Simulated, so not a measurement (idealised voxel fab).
Title: Process Module voxel self aligned contacts
Cross-section cut: width 220 nm, square cells of 5 nm.
Cross-section, as written here: a square-cell grid given band by band from the top down, where a band holds one or more rows of cells.
Each band's line starts with the height of the band's top and of its bottom, in nm. Then come its materials from left to right, each with its width in nm. One material with "all across" fills the band from edge to edge. "empty" is empty space.
Heights are measured from 0, the level below which the as-received wafer is all one material; the lowest band has no bottom and continues downward, written as in "0..down".
Width spec "30->40" -> top row of cells at first value, bottom row at second value, equal per-row change in between.
A step reported as "identical to before" is a step in which no cell of the cross-section changed.
Reported under the label "Tabulated closed voids" are the empty spaces having no open way to the top and comprising 8 cells or more; the notation for each is width x height at distance, in which the distance is measured from the left edge and all three values are in nm.
What comes after the settings on a step's line is commentary from the simulator itself on that step.
For masked steps, "overlay nm" on the step line gives how far right of plan the mask actually lay; a minus sign means it lay to the left.

-- Steps planned for the process
1: RECEIVE (material Si)
2: OXIDIZE (depth nm 5)
3: DIRECTIONAL_DEP (material polySi; thk nm 30)
4: DIRECTIONAL_DEP (material SiN; thk nm 15)
5: MASKED_ETCH (tone cover; mask id GATE; width nm 20; pitch nm 60; etch materials SiN; depth nm 15; overlay nm 0)
6: MASKED_ETCH (tone cover; mask id GATE; width nm 30; pitch nm 60; etch materials polySi; depth nm 30; overlay nm 0)
7: CONFORMAL_DEP (material SiN; thk nm 5)
8: DIRECTIONAL_ETCH (etch materials SiN; depth nm 5)
9: FILL_DEP (material SiO2; thk nm 15)
10: CMP (height nm 55)
11: PATTERN (tone open; mask id CONTACT; material resist; width nm 40; pitch nm 60; thk nm 20; overlay nm 0)
12: DIRECTIONAL_ETCH (etch materials SiO2; depth nm 60)
13: STRIP (etch materials resist)
14: CONFORMAL_DEP (material TiN; thk nm 5)
15: FILL_DEP (material W; thk nm 5)
16: CMP (height nm 55)
17: CONFORMAL_DEP (material SiN; thk nm 5)
All wafers enter the flow in the same state. The width nm at step 5 differs from wafer to wafer, and the plan gives the value for the first wafer.

-- Step 1 complete: as-received cross-section of the first of several wafers
* 0..down = Si all across
* Tabulated closed voids: none

-- Every row in this table is a wafer at the end of the module, and it gives, for each of the materials, the cells that wafer has gained (+) or lost (-) since it was received, then its closed voids
width nm 20; -44 Si; +134 SiN; +206 SiO2; +60 TiN; +64 W; +108 polySi; Tabulated closed voids: none
width nm 25; -44 Si; +143 SiN; +203 SiO2; +60 TiN; +58 W; +108 polySi; Tabulated closed voids: none
width nm 30; -44 Si; +152 SiN; +200 SiO2; +60 TiN; +52 W; +108 polySi; Tabulated closed voids: none
width nm 35; -44 Si; +161 SiN; +193 SiO2; +60 TiN; +32 W; +126 polySi; Tabulated closed voids: none
width nm 40; -44 Si; +170 SiN; +186 SiO2; +60 TiN; +12 W; +144 polySi; Tabulated closed voids: none
width nm 45; -44 Si; +179 SiN; +179 SiO2; +40 TiN; +12 W; +162 polySi; Tabulated closed voids: none
